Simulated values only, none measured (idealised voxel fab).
Proc. module: voxel ribs on slabs
It is cross-section cut that appears here, measuring 300 nm in width, its square cells being 5 nm in size.
In what follows, cross-sections appear as grids of square cells, described through bands that run from the top down, where every band is one or more rows of cells. Heads up on the band format: heights come first, top then bottom, in nm. After that it's the materials left to right, each with its width in nm. A single material flagged "all across" fills the whole band edge to edge, and "blank" means there's empty space there. Measure heights from 0. That's the level where, below it, the as-received wafer is all one material. The lowest band is bottomless and extends downward; write it as in "z 0 and below". A width given as "30..40" starts at the first number in the band's top row and ends at the second number in its bottom row, shifting by an equal amount at every step from row to row. Where a step carries "all unchanged", the cross-section came out of it unchanged, cell for cell. Any empty space of 8 cells or more lacking an open way to the top shows up in "Non-vented voids" as width x height at distance, distance from the left edge, in nm. On a step's line, text after the settings is the simulator commenting on that step. overlay nm, on a step with a mask: how far to the right of its planned place the mask lay; to the left if negative.
**So here's the lineup of process steps we planned**
1 RECEIVE with material Si
2 DIRECTIONAL_DEP with material SiO2, thk nm 20
3 DIRECTIONAL_DEP with material polySi, thk nm 20
4 DIRECTIONAL_DEP with material aC, thk nm 15
5 PATTERN with tone cover, mask id RIB, material resist, width nm 30, thk nm 30, overlay nm 0
6 DIRECTIONAL_ETCH with etch materials aC, depth nm 15
7 STRIP with etch materials resist
8 DIRECTIONAL_ETCH with etch materials polySi, depth nm 10
9 STRIP with etch materials aC
10 PATTERN with tone cover, mask id SLAB, material resist, width nm 90, thk nm 20, overlay nm 0
11 DIRECTIONAL_ETCH with etch materials polySi, depth nm 10
12 STRIP with etch materials resist
13 FILL_DEP with material SiO2, thk nm 30
14 CMP with height nm 60
15 DIRECTIONAL_DEP with material TiN, thk nm 5
16 DIRECTIONAL_DEP with material aC, thk nm 15
17 PATTERN with tone cover, mask id HEATER, material resist, width nm 40, thk nm 30, overlay nm 0
18 DIRECTIONAL_ETCH with etch materials aC, depth nm 15
19 STRIP with etch materials resist
20 DIRECTIONAL_ETCH with etch materials TiN, depth nm 5
21 STRIP with etch materials aC
22 CONFORMAL_DEP with material SiO2, thk nm 5
**Wafer as received: cross-section following step 1**
  z 0 and below = Si all across
  Non-vented voids: none
**Cross-sectional image of the first of two wafers at the end of the module, the run having proceeded as planned**
  z 70 to 65 = 125 nm blank, then 50 nm SiO2, then 125 nm blank
  z 65 to 60 = 130 nm SiO2, then 40 nm TiN, then 130 nm SiO2
  z 60 to 40 = SiO2 all across
  z 40 to 30 = 135 nm SiO2, then 30 nm polySi, then 135 nm SiO2
  z 30 to 20 = 105 nm SiO2, then 90 nm polySi, then 105 nm SiO2
  z 20 to 0 = SiO2 all across
  z 0 and below = Si all across
  Non-vented voids: none
**Now the second wafer, cross-sectioned at the end of the module. Nothing different at the start, nothing different in the plan compared with the first, just one mistake when it was actually run**
  z 70 to 65 = 125 nm blank, then 50 nm SiO2, then 125 nm blank
  z 65 to 60 = 130 nm SiO2, then 40 nm TiN, then 130 nm SiO2
  z 60 to 50 = 135 nm SiO2, then 30 nm polySi, then 135 nm SiO2
  z 50 to 40 = 105 nm SiO2, then 90 nm polySi, then 105 nm SiO2
  z 40 to 0 = SiO2 all across
  z 0 and below = Si all across
  Non-vented voids: none
Which mistake was made when the wafer was run? regarding the plan, step 2 was run twice
At the close, every material occupies the same number of cells on the second wafer as on the first, only in different positions.
